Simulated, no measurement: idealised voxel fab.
Process module heading - voxel gate over fins
It is cross-section cut that appears here, measuring 255 nm in width, its square cells being 5 nm in size.
Notation: cross-section as square-cell grid; stated in bands, top first, going down; one or more cell rows per band.
First you get the band's top height and its bottom height, in nm, and then the materials it's made of, left to right, with each width in nm. If you see a single material with "all across", that one covers the band edge to edge. "blank" is empty space.
Height 0 is the level under which the wafer as received is all one material. The lowest band goes on downwards, as in "z 0 and below".
The two numbers in a width such as "30->40" mark its ends across the band: the first belongs to the top row of cells, the second to the bottom row, and from each row to the next the width moves by the same amount.
Given "identical to before" for a step, no cell of the cross-section differs between before and after that step.
Each empty space that has no open way to the top and spans at least 8 cells appears under "Sealed-off cavities" as width x height at distance, the distance counted from the left edge, all in nm.
The remark found on a step's line after its settings is issued by the simulator itself and pertains to that step.
"overlay nm", when on a step's line for a step with a mask, measures how far to the right of its planned place the mask lay; a negative measure means to the left.
Structure of the following material. The material consists of pairs of cross-sections. Each pair comprises the cross-section before one process step and the cross-section after that step, the latter shown only down to the lowest band that changed. The step between the cross-sections is specified beneath each pair, including its settings. Pairs are not necessarily consecutive: they may derive from different runs of this module performed on the same starting wafer. Continuity with the pair above is to be assumed only where the entry headed "Pre-process" of the pair in question states it.

[Pre-process]
- z 5 to 0  35 nm SiO2 | 15 nm SiN | 40 nm SiO2 | 15 nm SiN | 40 nm SiO2 | 15 nm SiN | 40 nm SiO2 | 15 nm SiN | 40 nm SiO2
- z 0 to -40  35 nm SiO2 | 15 nm Si | 40 nm SiO2 | 15 nm Si | 40 nm SiO2 | 15 nm Si | 40 nm SiO2 | 15 nm Si | 40 nm SiO2
- z -40 and below  Si all across
- Sealed-off cavities: none

[Result of Step]
- z 25 to 5  50 nm resist | 15 nm blank | 190 nm resist
- Below 5, the layers are the same as they were.
- Sealed-off cavities: none
Step lying between the two cross-sections just above: PATTERN, tone open, mask id RAIL, material resist, width nm 15, thk nm 20, overlay nm -10

Pre-process: equal to the after panel directly above.

[Result of Step]
- z 25 to 5  50 nm resist | 15 nm blank | 190 nm resist
- z 5 to 0  35 nm SiO2 | 15 nm SiN | 15 nm blank | 25 nm SiO2 | 15 nm SiN | 40 nm SiO2 | 15 nm SiN | 40 nm SiO2 | 15 nm SiN | 40 nm SiO2
- z 0 to -35  35 nm SiO2 | 15 nm Si | 15 nm blank | 25 nm SiO2 | 15 nm Si | 40 nm SiO2 | 15 nm Si | 40 nm SiO2 | 15 nm Si | 40 nm SiO2
- Below -35, the layers are the same as they were.
- Sealed-off cavities: none
Step lying between the two cross-sections just above: DIRECTIONAL_ETCH, etch materials SiO2, depth nm 40

Pre-process: equal to the after panel directly above.

[Result of Step]
- z 5 to 0  35 nm SiO2 | 15 nm SiN | 15 nm blank | 25 nm SiO2 | 15 nm SiN | 40 nm SiO2 | 15 nm SiN | 40 nm SiO2 | 15 nm SiN | 40 nm SiO2
- Below 0, the layers are the same as they were.
- Sealed-off cavities: none
Step lying between the two cross-sections just above: STRIP, etch materials resist

Pre-process: equal to the after panel directly above.

[Result of Step]
- z 10 to 5  55 nm TiN | 5 nm blank | 195 nm TiN
- z 5 to 0  35 nm SiO2 | 15 nm SiN | 5 nm TiN | 5 nm blank | 5 nm TiN | 25 nm SiO2 | 15 nm SiN | 40 nm SiO2 | 15 nm SiN | 40 nm SiO2 | 15 nm SiN | 40 nm SiO2
- z 0 to -30  35 nm SiO2 | 15 nm Si | 5 nm TiN | 5 nm blank | 5 nm TiN | 25 nm SiO2 | 15 nm Si | 40 nm SiO2 | 15 nm Si | 40 nm SiO2 | 15 nm Si | 40 nm SiO2
- z -30 to -35  35 nm SiO2 | 15 nm Si | 15 nm TiN | 25 nm SiO2 | 15 nm Si | 40 nm SiO2 | 15 nm Si | 40 nm SiO2 | 15 nm Si | 40 nm SiO2
- Below -35, the layers are the same as they were.
- Sealed-off cavities: none
Step lying between the two cross-sections just above: CONFORMAL_DEP, material TiN, thk nm 5

Pre-process: equal to the after panel directly above.

[Result of Step]
- z 15 to 10  Ru all across
- z 10 to 5  55 nm TiN | 5 nm Ru | 195 nm TiN
- z 5 to 0  35 nm SiO2 | 15 nm SiN | 5 nm TiN | 5 nm Ru | 5 nm TiN | 25 nm SiO2 | 15 nm SiN | 40 nm SiO2 | 15 nm SiN | 40 nm SiO2 | 15 nm SiN | 40 nm SiO2
- z 0 to -30  35 nm SiO2 | 15 nm Si | 5 nm TiN | 5 nm Ru | 5 nm TiN | 25 nm SiO2 | 15 nm Si | 40 nm SiO2 | 15 nm Si | 40 nm SiO2 | 15 nm Si | 40 nm SiO2
- Below -30, the layers are the same as they were.
- Sealed-off cavities: none
Step lying between the two cross-sections just above: FILL_DEP, material Ru, thk nm 5

Pre-process: equal to the after panel directly above.

[Result of Step]
- z 5 to 0  35 nm SiO2 | 15 nm SiN | 5 nm TiN | 5 nm Ru | 5 nm TiN | 25 nm SiO2 | 15 nm SiN | 40 nm SiO2 | 15 nm SiN | 40 nm SiO2 | 15 nm SiN | 40 nm SiO2
- Below 0, the layers are the same as they were.
- Sealed-off cavities: none
Step lying between the two cross-sections just above: CMP, height nm 5

Pre-process: equal to the after panel directly above.

[Result of Step]
- z 5 to 0  35 nm SiO2 | 15 nm SiN | 15 nm blank | 25 nm SiO2 | 15 nm SiN | 40 nm SiO2 | 15 nm SiN | 40 nm SiO2 | 15 nm SiN | 40 nm SiO2
- z 0 to -20  35 nm SiO2 | 15 nm Si | 15 nm blank | 25 nm SiO2 | 15 nm Si | 40 nm SiO2 | 15 nm Si | 40 nm SiO2 | 15 nm Si | 40 nm SiO2
- Below -20, the layers are the same as they were.
- Sealed-off cavities: none
Step lying between the two cross-sections just above: SELECTIVE_ETCH, etch materials W Ru TiN, depth nm 25

Pre-process: equal to the after panel directly above.

[Result of Step]
- z 10 to 5  SiO2 all across
- z 5 to 0  35 nm SiO2 | 15 nm SiN | 40 nm SiO2 | 15 nm SiN | 40 nm SiO2 | 15 nm SiN | 40 nm SiO2 | 15 nm SiN | 40 nm SiO2
- z 0 to -20  35 nm SiO2 | 15 nm Si | 40 nm SiO2 | 15 nm Si | 40 nm SiO2 | 15 nm Si | 40 nm SiO2 | 15 nm Si | 40 nm SiO2
- Below -20, the layers are the same as they were.
- Sealed-off cavities: none
Step lying between the two cross-sections just above: FILL_DEP, material SiO2, thk nm 5

Pre-process: equal to the after panel directly above.

[Result of Step]
- z 5 to 0  35 nm SiO2 | 15 nm SiN | 40 nm SiO2 | 15 nm SiN | 40 nm SiO2 | 15 nm SiN | 40 nm SiO2 | 15 nm SiN | 40 nm SiO2
- Below 0, the layers are the same as they were.
- Sealed-off cavities: none
Step lying between the two cross-sections just above: CMP, height nm 5

Pre-process: equal to the after panel directly above.

[Result of Step]
- z 5 to 0  35 nm blank | 15 nm SiN | 40 nm blank | 15 nm SiN | 40 nm blank | 15 nm SiN | 40 nm blank | 15 nm SiN | 40 nm blank
- z 0 to -10  35 nm blank | 15 nm Si | 40 nm blank | 15 nm Si | 40 nm blank | 15 nm Si | 40 nm blank | 15 nm Si | 40 nm blank
- Below -10, the layers are the same as they were.
- Sealed-off cavities: none
Step lying between the two cross-sections just above: SELECTIVE_ETCH, etch materials SiO2, depth nm 15

Pre-process: equal to the after panel directly above.

[Result of Step]
- z 0 to -10  35 nm blank | 15 nm Si | 40 nm blank | 15 nm Si | 40 nm blank | 15 nm Si | 40 nm blank | 15 nm Si | 40 nm blank
- Below -10, the layers are the same as they were.
- Sealed-off cavities: none
Step lying between the two cross-sections just above: STRIP, etch materials SiN

Pre-process: equal to the after panel directly above.

[Result of Step]
- z 5 to 0  30 nm blank | 25 nm HfO2 | 30 nm blank | 25 nm HfO2 | 30 nm blank | 25 nm HfO2 | 30 nm blank | 25 nm HfO2 | 35 nm blank
- z 0 to -5  30 nm blank | 5 nm HfO2 | 15 nm Si | 5 nm HfO2 | 30 nm blank | 5 nm HfO2 | 15 nm Si | 5 nm HfO2 | 30 nm blank | 5 nm HfO2 | 15 nm Si | 5 nm HfO2 | 30 nm blank | 5 nm HfO2 | 15 nm Si | 5 nm HfO2 | 35 nm blank
- z -5 to -10  35 nm HfO2 | 15 nm Si | 40 nm HfO2 | 15 nm Si | 40 nm HfO2 | 15 nm Si | 40 nm HfO2 | 15 nm Si | 40 nm HfO2
- Below -10, the layers are the same as they were.
- Sealed-off cavities: none
Step lying between the two cross-sections just above: CONFORMAL_DEP, material HfO2, thk nm 5

Pre-process: equal to the after panel directly above.

[Result of Step]
- z 10 to 5  25 nm blank | 35 nm TiN | 20 nm blank | 35 nm TiN | 20 nm blank | 35 nm TiN | 20 nm blank | 35 nm TiN | 30 nm blank
- z 5 to 0  25 nm blank | 5 nm TiN | 25 nm HfO2 | 5 nm TiN | 20 nm blank | 5 nm TiN | 25 nm HfO2 | 5 nm TiN | 20 nm blank | 5 nm TiN | 25 nm HfO2 | 5 nm TiN | 20 nm blank | 5 nm TiN | 25 nm HfO2 | 5 nm TiN | 30 nm blank
- z 0 to -5  30 nm TiN | 5 nm HfO2 | 15 nm Si | 5 nm HfO2 | 30 nm TiN | 5 nm HfO2 | 15 nm Si | 5 nm HfO2 | 30 nm TiN | 5 nm HfO2 | 15 nm Si | 5 nm HfO2 | 30 nm TiN | 5 nm HfO2 | 15 nm Si | 5 nm HfO2 | 35 nm TiN
- Below -5, the layers are the same as they were.
- Sealed-off cavities: none
Step lying between the two cross-sections just above: CONFORMAL_DEP, material TiN, thk nm 5

Pre-process: equal to the after panel directly above.

[Result of Step]
- z 15 to 10  20 nm blank | 45 nm TiAl | 10 nm blank | 45 nm TiAl | 10 nm blank | 45 nm TiAl | 10 nm blank | 45 nm TiAl | 25 nm blank
- z 10 to 5  20 nm blank | 5 nm TiAl | 35 nm TiN | 5 nm TiAl | 10 nm blank | 5 nm TiAl | 35 nm TiN | 5 nm TiAl | 10 nm blank | 5 nm TiAl | 35 nm TiN | 5 nm TiAl | 10 nm blank | 5 nm TiAl | 35 nm TiN | 5 nm TiAl | 25 nm blank
- z 5 to 0  25 nm TiAl | 5 nm TiN | 25 nm HfO2 | 5 nm TiN | 20 nm TiAl | 5 nm TiN | 25 nm HfO2 | 5 nm TiN | 20 nm TiAl | 5 nm TiN | 25 nm HfO2 | 5 nm TiN | 20 nm TiAl | 5 nm TiN | 25 nm HfO2 | 5 nm TiN | 30 nm TiAl
- Below 0, the layers are the same as they were.
- Sealed-off cavities: none
Step lying between the two cross-sections just above: CONFORMAL_DEP, material TiAl, thk nm 5

Pre-process: equal to the after panel directly above.

[Result of Step]
- z 20 to 15  15 nm blank | 220 nm TiN | 20 nm blank
- z 15 to 10  15 nm blank | 5 nm TiN | 45 nm TiAl | 10 nm TiN | 45 nm TiAl | 10 nm TiN | 45 nm TiAl | 10 nm TiN | 45 nm TiAl | 5 nm TiN | 20 nm blank
- z 10 to 5  20 nm TiN | 5 nm TiAl | 35 nm TiN | 5 nm TiAl | 10 nm TiN | 5 nm TiAl | 35 nm TiN | 5 nm TiAl | 10 nm TiN | 5 nm TiAl | 35 nm TiN | 5 nm TiAl | 10 nm TiN | 5 nm TiAl | 35 nm TiN | 5 nm TiAl | 25 nm TiN
- Below 5, the layers are the same as they were.
- Sealed-off cavities: none
Step lying between the two cross-sections just above: CONFORMAL_DEP, material TiN, thk nm 5

Pre-process: equal to the after panel directly above.

[Result of Step]
- z 35 to 20  W all across
- z 20 to 15  15 nm W | 220 nm TiN | 20 nm W
- z 15 to 10  15 nm W | 5 nm TiN | 45 nm TiAl | 10 nm TiN | 45 nm TiAl | 10 nm TiN | 45 nm TiAl | 10 nm TiN | 45 nm TiAl | 5 nm TiN | 20 nm W
- Below 10, the layers are the same as they were.
- Sealed-off cavities: none
Step lying between the two cross-sections just above: FILL_DEP, material W, thk nm 15

Pre-process: equal to the after panel directly above.

[Result of Step]
- z 30 to 20  W all across
- Below 20, the layers are the same as they were.
- Sealed-off cavities: none
Step lying between the two cross-sections just above: CMP, height nm 30

Pre-process: equal to the after panel directly above.

[Result of Step]
- z 40 to 30  SiN all across
- Below 30, the layers are the same as they were.
- Sealed-off cavities: none
Step lying between the two cross-sections just above: CONFORMAL_DEP, material SiN, thk nm 10

[Pre-process]
- z 5 to 0  30 nm blank | 25 nm HfO2 | 30 nm blank | 25 nm HfO2 | 30 nm blank | 25 nm HfO2 | 30 nm blank | 25 nm HfO2 | 35 nm blank
- z 0 to -5  30 nm blank | 5 nm HfO2 | 15 nm Si | 5 nm HfO2 | 30 nm blank | 5 nm HfO2 | 15 nm Si | 5 nm HfO2 | 30 nm blank | 5 nm HfO2 | 15 nm Si | 5 nm HfO2 | 30 nm blank | 5 nm HfO2 | 15 nm Si | 5 nm HfO2 | 35 nm blank
- z -5 to -10  35 nm HfO2 | 15 nm Si | 40 nm HfO2 | 15 nm Si | 40 nm HfO2 | 15 nm Si | 40 nm HfO2 | 15 nm Si | 40 nm HfO2
- z -10 to -20  35 nm SiO2 | 15 nm Si | 40 nm SiO2 | 15 nm Si | 40 nm SiO2 | 15 nm Si | 40 nm SiO2 | 15 nm Si | 40 nm SiO2
- z -20 to -30  35 nm SiO2 | 15 nm Si | 10 nm SiO2 | 5 nm TiN | 5 nm Ru | 5 nm TiN | 15 nm SiO2 | 15 nm Si | 40 nm SiO2 | 15 nm Si | 40 nm SiO2 | 15 nm Si | 40 nm SiO2
- z -30 to -35  35 nm SiO2 | 15 nm Si | 10 nm SiO2 | 15 nm TiN | 15 nm SiO2 | 15 nm Si | 40 nm SiO2 | 15 nm Si | 40 nm SiO2 | 15 nm Si | 40 nm SiO2
- z -35 to -40  35 nm SiO2 | 15 nm Si | 40 nm SiO2 | 15 nm Si | 40 nm SiO2 | 15 nm Si | 40 nm SiO2 | 15 nm Si | 40 nm SiO2
- z -40 and below  Si all across
- Sealed-off cavities: none

[Result of Step]
- z 10 to 5  25 nm blank | 35 nm SiN | 20 nm blank | 35 nm SiN | 20 nm blank | 35 nm SiN | 20 nm blank | 35 nm SiN | 30 nm blank
- z 5 to 0  25 nm blank | 5 nm SiN | 25 nm HfO2 | 5 nm SiN | 20 nm blank | 5 nm SiN | 25 nm HfO2 | 5 nm SiN | 20 nm blank | 5 nm SiN | 25 nm HfO2 | 5 nm SiN | 20 nm blank | 5 nm SiN | 25 nm HfO2 | 5 nm SiN | 30 nm blank
- z 0 to -5  30 nm SiN | 5 nm HfO2 | 15 nm Si | 5 nm HfO2 | 30 nm SiN | 5 nm HfO2 | 15 nm Si | 5 nm HfO2 | 30 nm SiN | 5 nm HfO2 | 15 nm Si | 5 nm HfO2 | 30 nm SiN | 5 nm HfO2 | 15 nm Si | 5 nm HfO2 | 35 nm SiN
- Below -5, the layers are the same as they were.
- Sealed-off cavities: none
Step lying between the two cross-sections just above: CONFORMAL_DEP, material SiN, thk nm 5

Pre-process: equal to the after panel directly above.

[Result of Step]
- z 15 to 10  20 nm blank | 45 nm TiAl | 10 nm blank | 45 nm TiAl | 10 nm blank | 45 nm TiAl | 10 nm blank | 45 nm TiAl | 25 nm blank
- z 10 to 5  20 nm blank | 5 nm TiAl | 35 nm SiN | 5 nm TiAl | 10 nm blank | 5 nm TiAl | 35 nm SiN | 5 nm TiAl | 10 nm blank | 5 nm TiAl | 35 nm SiN | 5 nm TiAl | 10 nm blank | 5 nm TiAl | 35 nm SiN | 5 nm TiAl | 25 nm blank
- z 5 to 0  25 nm TiAl | 5 nm SiN | 25 nm HfO2 | 5 nm SiN | 20 nm TiAl | 5 nm SiN | 25 nm HfO2 | 5 nm SiN | 20 nm TiAl | 5 nm SiN | 25 nm HfO2 | 5 nm SiN | 20 nm TiAl | 5 nm SiN | 25 nm HfO2 | 5 nm SiN | 30 nm TiAl
- Below 0, the layers are the same as they were.
- Sealed-off cavities: none
Step lying between the two cross-sections just above: CONFORMAL_DEP, material TiAl, thk nm 5

Pre-process: equal to the after panel directly above.

[Result of Step]
- z 20 to 15  15 nm blank | 220 nm TiN | 20 nm blank
- z 15 to 10  15 nm blank | 5 nm TiN | 45 nm TiAl | 10 nm TiN | 45 nm TiAl | 10 nm TiN | 45 nm TiAl | 10 nm TiN | 45 nm TiAl | 5 nm TiN | 20 nm blank
- z 10 to 5  20 nm TiN | 5 nm TiAl | 35 nm SiN | 5 nm TiAl | 10 nm TiN | 5 nm TiAl | 35 nm SiN | 5 nm TiAl | 10 nm TiN | 5 nm TiAl | 35 nm SiN | 5 nm TiAl | 10 nm TiN | 5 nm TiAl | 35 nm SiN | 5 nm TiAl | 25 nm TiN
- Below 5, the layers are the same as they were.
- Sealed-off cavities: none
Step lying between the two cross-sections just above: CONFORMAL_DEP, material TiN, thk nm 5

Pre-process: equal to the after panel directly above.

[Result of Step]
- z 35 to 20  W all across
- z 20 to 15  15 nm W | 220 nm TiN | 20 nm W
- z 15 to 10  15 nm W | 5 nm TiN | 45 nm TiAl | 10 nm TiN | 45 nm TiAl | 10 nm TiN | 45 nm TiAl | 10 nm TiN | 45 nm TiAl | 5 nm TiN | 20 nm W
- Below 10, the layers are the same as they were.
- Sealed-off cavities: none
Step lying between the two cross-sections just above: FILL_DEP, material W, thk nm 15

Pre-process: equal to the after panel directly above.

[Result of Step]
- z 30 to 20  W all across
- Below 20, the layers are the same as they were.
- Sealed-off cavities: none
Step lying between the two cross-sections just above: CMP, height nm 30

Pre-process: equal to the after panel directly above.

[Result of Step]
- z 40 to 30  SiN all across
- Below 30, the layers are the same as they were.
- Sealed-off cavities: none
Step lying between the two cross-sections just above: CONFORMAL_DEP, material SiN, thk nm 10

[Pre-process]
- z 5 to 0  35 nm SiO2 | 15 nm SiN | 40 nm SiO2 | 15 nm SiN | 40 nm SiO2 | 15 nm SiN | 40 nm SiO2 | 15 nm SiN | 40 nm SiO2
- z 0 to -40  35 nm SiO2 | 15 nm Si | 40 nm SiO2 | 15 nm Si | 40 nm SiO2 | 15 nm Si | 40 nm SiO2 | 15 nm Si | 40 nm SiO2
- z -40 and below  Si all across
- Sealed-off cavities: none

[Result of Step]
- z 25 to 5  60 nm blank | 15 nm resist | 180 nm blank
- Below 5, the layers are the same as they were.
- Sealed-off cavities: none
Step lying between the two cross-sections just above: PATTERN, tone cover, mask id RAIL, material resist, width nm 15, thk nm 20, overlay nm 0

Pre-process: equal to the after panel directly above.

[Result of Step]
- z 25 to 5  60 nm blank | 15 nm resist | 180 nm blank
- z 5 to 0  35 nm blank | 15 nm SiN | 10 nm blank | 15 nm SiO2 | 15 nm blank | 15 nm SiN | 40 nm blank | 15 nm SiN | 40 nm blank | 15 nm SiN | 40 nm blank
- z 0 to -35  35 nm blank | 15 nm Si | 10 nm blank | 15 nm SiO2 | 15 nm blank | 15 nm Si | 40 nm blank | 15 nm Si | 40 nm blank | 15 nm Si | 40 nm blank
- Below -35, the layers are the same as they were.
- Sealed-off cavities: none
Step lying between the two cross-sections just above: DIRECTIONAL_ETCH, etch materials SiO2, depth nm 40

Pre-process: equal to the after panel directly above.

[Result of Step]
- z 5 to 0  35 nm blank | 15 nm SiN | 10 nm blank | 15 nm SiO2 | 15 nm blank | 15 nm SiN | 40 nm blank | 15 nm SiN | 40 nm blank | 15 nm SiN | 40 nm blank
- Below 0, the layers are the same as they were.
- Sealed-off cavities: none
Step lying between the two cross-sections just above: STRIP, etch materials resist

Pre-process: equal to the after panel directly above.

[Result of Step]
- z 10 to 5  30 nm blank | 50 nm TiN | 5 nm blank | 25 nm TiN | 30 nm blank | 25 nm TiN | 30 nm blank | 25 nm TiN | 35 nm blank
- z 5 to 0  30 nm blank | 5 nm TiN | 15 nm SiN | 10 nm TiN | 15 nm SiO2 | 5 nm TiN | 5 nm blank | 5 nm TiN | 15 nm SiN | 5 nm TiN | 30 nm blank | 5 nm TiN | 15 nm SiN | 5 nm TiN | 30 nm blank | 5 nm TiN | 15 nm SiN | 5 nm TiN | 35 nm blank
- z 0 to -30  30 nm blank | 5 nm TiN | 15 nm Si | 10 nm TiN | 15 nm SiO2 | 5 nm TiN | 5 nm blank | 5 nm TiN | 15 nm Si | 5 nm TiN | 30 nm blank | 5 nm TiN | 15 nm Si | 5 nm TiN | 30 nm blank | 5 nm TiN | 15 nm Si | 5 nm TiN | 35 nm blank
- z -30 to -35  35 nm TiN | 15 nm Si | 10 nm TiN | 15 nm SiO2 | 15 nm TiN | 15 nm Si | 40 nm TiN | 15 nm Si | 40 nm TiN | 15 nm Si | 40 nm TiN
- Below -35, the layers are the same as they were.
- Sealed-off cavities: none
Step lying between the two cross-sections just above: CONFORMAL_DEP, material TiN, thk nm 5

Pre-process: equal to the after panel directly above.

[Result of Step]
- z 15 to 10  Ru all across
- z 10 to 5  30 nm Ru | 50 nm TiN | 5 nm Ru | 25 nm TiN | 30 nm Ru | 25 nm TiN | 30 nm Ru | 25 nm TiN | 35 nm Ru
- z 5 to 0  30 nm Ru | 5 nm TiN | 15 nm SiN | 10 nm TiN | 15 nm SiO2 | 5 nm TiN | 5 nm Ru | 5 nm TiN | 15 nm SiN | 5 nm TiN | 30 nm Ru | 5 nm TiN | 15 nm SiN | 5 nm TiN | 30 nm Ru | 5 nm TiN | 15 nm SiN | 5 nm TiN | 35 nm Ru
- z 0 to -30  30 nm Ru | 5 nm TiN | 15 nm Si | 10 nm TiN | 15 nm SiO2 | 5 nm TiN | 5 nm Ru | 5 nm TiN | 15 nm Si | 5 nm TiN | 30 nm Ru | 5 nm TiN | 15 nm Si | 5 nm TiN | 30 nm Ru | 5 nm TiN | 15 nm Si | 5 nm TiN | 35 nm Ru
- Below -30, the layers are the same as they were.
- Sealed-off cavities: none
Step lying between the two cross-sections just above: FILL_DEP, material Ru, thk nm 5

Pre-process: equal to the after panel directly above.

[Result of Step]
- z 5 to 0  30 nm Ru | 5 nm TiN | 15 nm SiN | 10 nm TiN | 15 nm SiO2 | 5 nm TiN | 5 nm Ru | 5 nm TiN | 15 nm SiN | 5 nm TiN | 30 nm Ru | 5 nm TiN | 15 nm SiN | 5 nm TiN | 30 nm Ru | 5 nm TiN | 15 nm SiN | 5 nm TiN | 35 nm Ru
- Below 0, the layers are the same as they were.
- Sealed-off cavities: none
Step lying between the two cross-sections just above: CMP, height nm 5

Pre-process: equal to the after panel directly above.

[Result of Step]
- z 5 to 0  35 nm blank | 15 nm SiN | 10 nm blank | 15 nm SiO2 | 15 nm blank | 15 nm SiN | 40 nm blank | 15 nm SiN | 40 nm blank | 15 nm SiN | 40 nm blank
- z 0 to -20  35 nm blank | 15 nm Si | 10 nm blank | 15 nm SiO2 | 15 nm blank | 15 nm Si | 40 nm blank | 15 nm Si | 40 nm blank | 15 nm Si | 40 nm blank
- Below -20, the layers are the same as they were.
- Sealed-off cavities: none
Step lying between the two cross-sections just above: SELECTIVE_ETCH, etch materials W Ru TiN, depth nm 25

Pre-process: equal to the after panel directly above.

[Result of Step]
- z 10 to 5  SiO2 all across
- z 5 to 0  35 nm SiO2 | 15 nm SiN | 40 nm SiO2 | 15 nm SiN | 40 nm SiO2 | 15 nm SiN | 40 nm SiO2 | 15 nm SiN | 40 nm SiO2
- z 0 to -20  35 nm SiO2 | 15 nm Si | 40 nm SiO2 | 15 nm Si | 40 nm SiO2 | 15 nm Si | 40 nm SiO2 | 15 nm Si | 40 nm SiO2
- Below -20, the layers are the same as they were.
- Sealed-off cavities: none
Step lying between the two cross-sections just above: FILL_DEP, material SiO2, thk nm 5

Pre-process: equal to the after panel directly above.

[Result of Step]
- z 5 to 0  35 nm SiO2 | 15 nm SiN | 40 nm SiO2 | 15 nm SiN | 40 nm SiO2 | 15 nm SiN | 40 nm SiO2 | 15 nm SiN | 40 nm SiO2
- Below 0, the layers are the same as they were.
- Sealed-off cavities: none
Step lying between the two cross-sections just above: CMP, height nm 5

Pre-process: equal to the after panel directly above.

[Result of Step]
- z 5 to 0  35 nm blank | 15 nm SiN | 40 nm blank | 15 nm SiN | 40 nm blank | 15 nm SiN | 40 nm blank | 15 nm SiN | 40 nm blank
- z 0 to -10  35 nm blank | 15 nm Si | 40 nm blank | 15 nm Si | 40 nm blank | 15 nm Si | 40 nm blank | 15 nm Si | 40 nm blank
- Below -10, the layers are the same as they were.
- Sealed-off cavities: none
Step lying between the two cross-sections just above: SELECTIVE_ETCH, etch materials SiO2, depth nm 15

Pre-process: equal to the after panel directly above.

[Result of Step]
- z 0 to -10  35 nm blank | 15 nm Si | 40 nm blank | 15 nm Si | 40 nm blank | 15 nm Si | 40 nm blank | 15 nm Si | 40 nm blank
- Below -10, the layers are the same as they were.
- Sealed-off cavities: none
Step lying between the two cross-sections just above: STRIP, etch materials SiN

Pre-process: equal to the after panel directly above.

[Result of Step]
- z 5 to 0  30 nm blank | 25 nm HfO2 | 30 nm blank | 25 nm HfO2 | 30 nm blank | 25 nm HfO2 | 30 nm blank | 25 nm HfO2 | 35 nm blank
- z 0 to -5  30 nm blank | 5 nm HfO2 | 15 nm Si | 5 nm HfO2 | 30 nm blank | 5 nm HfO2 | 15 nm Si | 5 nm HfO2 | 30 nm blank | 5 nm HfO2 | 15 nm Si | 5 nm HfO2 | 30 nm blank | 5 nm HfO2 | 15 nm Si | 5 nm HfO2 | 35 nm blank
- z -5 to -10  35 nm HfO2 | 15 nm Si | 40 nm HfO2 | 15 nm Si | 40 nm HfO2 | 15 nm Si | 40 nm HfO2 | 15 nm Si | 40 nm HfO2
- Below -10, the layers are the same as they were.
- Sealed-off cavities: none
Step lying between the two cross-sections just above: CONFORMAL_DEP, material HfO2, thk nm 5

Pre-process: equal to the after panel directly above.

[Result of Step]
- z 10 to 5  25 nm blank | 35 nm TiN | 20 nm blank | 35 nm TiN | 20 nm blank | 35 nm TiN | 20 nm blank | 35 nm TiN | 30 nm blank
- z 5 to 0  25 nm blank | 5 nm TiN | 25 nm HfO2 | 5 nm TiN | 20 nm blank | 5 nm TiN | 25 nm HfO2 | 5 nm TiN | 20 nm blank | 5 nm TiN | 25 nm HfO2 | 5 nm TiN | 20 nm blank | 5 nm TiN | 25 nm HfO2 | 5 nm TiN | 30 nm blank
- z 0 to -5  30 nm TiN | 5 nm HfO2 | 15 nm Si | 5 nm HfO2 | 30 nm TiN | 5 nm HfO2 | 15 nm Si | 5 nm HfO2 | 30 nm TiN | 5 nm HfO2 | 15 nm Si | 5 nm HfO2 | 30 nm TiN | 5 nm HfO2 | 15 nm Si | 5 nm HfO2 | 35 nm TiN
- Below -5, the layers are the same as they were.
- Sealed-off cavities: none
Step lying between the two cross-sections just above: CONFORMAL_DEP, material TiN, thk nm 5

Pre-process: equal to the after panel directly above.

[Result of Step]
- z 15 to 10  20 nm blank | 45 nm TiAl | 10 nm blank | 45 nm TiAl | 10 nm blank | 45 nm TiAl | 10 nm blank | 45 nm TiAl | 25 nm blank
- z 10 to 5  20 nm blank | 5 nm TiAl | 35 nm TiN | 5 nm TiAl | 10 nm blank | 5 nm TiAl | 35 nm TiN | 5 nm TiAl | 10 nm blank | 5 nm TiAl | 35 nm TiN | 5 nm TiAl | 10 nm blank | 5 nm TiAl | 35 nm TiN | 5 nm TiAl | 25 nm blank
- z 5 to 0  25 nm TiAl | 5 nm TiN | 25 nm HfO2 | 5 nm TiN | 20 nm TiAl | 5 nm TiN | 25 nm HfO2 | 5 nm TiN | 20 nm TiAl | 5 nm TiN | 25 nm HfO2 | 5 nm TiN | 20 nm TiAl | 5 nm TiN | 25 nm HfO2 | 5 nm TiN | 30 nm TiAl
- Below 0, the layers are the same as they were.
- Sealed-off cavities: none
Step lying between the two cross-sections just above: CONFORMAL_DEP, material TiAl, thk nm 5

Pre-process: equal to the after panel directly above.

[Result of Step]
- z 20 to 15  15 nm blank | 220 nm TiN | 20 nm blank
- z 15 to 10  15 nm blank | 5 nm TiN | 45 nm TiAl | 10 nm TiN | 45 nm TiAl | 10 nm TiN | 45 nm TiAl | 10 nm TiN | 45 nm TiAl | 5 nm TiN | 20 nm blank
- z 10 to 5  20 nm TiN | 5 nm TiAl | 35 nm TiN | 5 nm TiAl | 10 nm TiN | 5 nm TiAl | 35 nm TiN | 5 nm TiAl | 10 nm TiN | 5 nm TiAl | 35 nm TiN | 5 nm TiAl | 10 nm TiN | 5 nm TiAl | 35 nm TiN | 5 nm TiAl | 25 nm TiN
- Below 5, the layers are the same as they were.
- Sealed-off cavities: none
Step lying between the two cross-sections just above: CONFORMAL_DEP, material TiN, thk nm 5

Pre-process: equal to the after panel directly above.

[Result of Step]
- z 35 to 20  W all across
- z 20 to 15  15 nm W | 220 nm TiN | 20 nm W
- z 15 to 10  15 nm W | 5 nm TiN | 45 nm TiAl | 10 nm TiN | 45 nm TiAl | 10 nm TiN | 45 nm TiAl | 10 nm TiN | 45 nm TiAl | 5 nm TiN | 20 nm W
- Below 10, the layers are the same as they were.
- Sealed-off cavities: none
Step lying between the two cross-sections just above: FILL_DEP, material W, thk nm 15

Pre-process: equal to the after panel directly above.

[Result of Step]
- z 30 to 20  W all across
- Below 20, the layers are the same as they were.
- Sealed-off cavities: none
Step lying between the two cross-sections just above: CMP, height nm 30

Pre-process: equal to the after panel directly above.

[Result of Step]
- z 40 to 30  SiN all across
- Below 30, the layers are the same as they were.
- Sealed-off cavities: none
Step lying between the two cross-sections just above: CONFORMAL_DEP, material SiN, thk nm 10
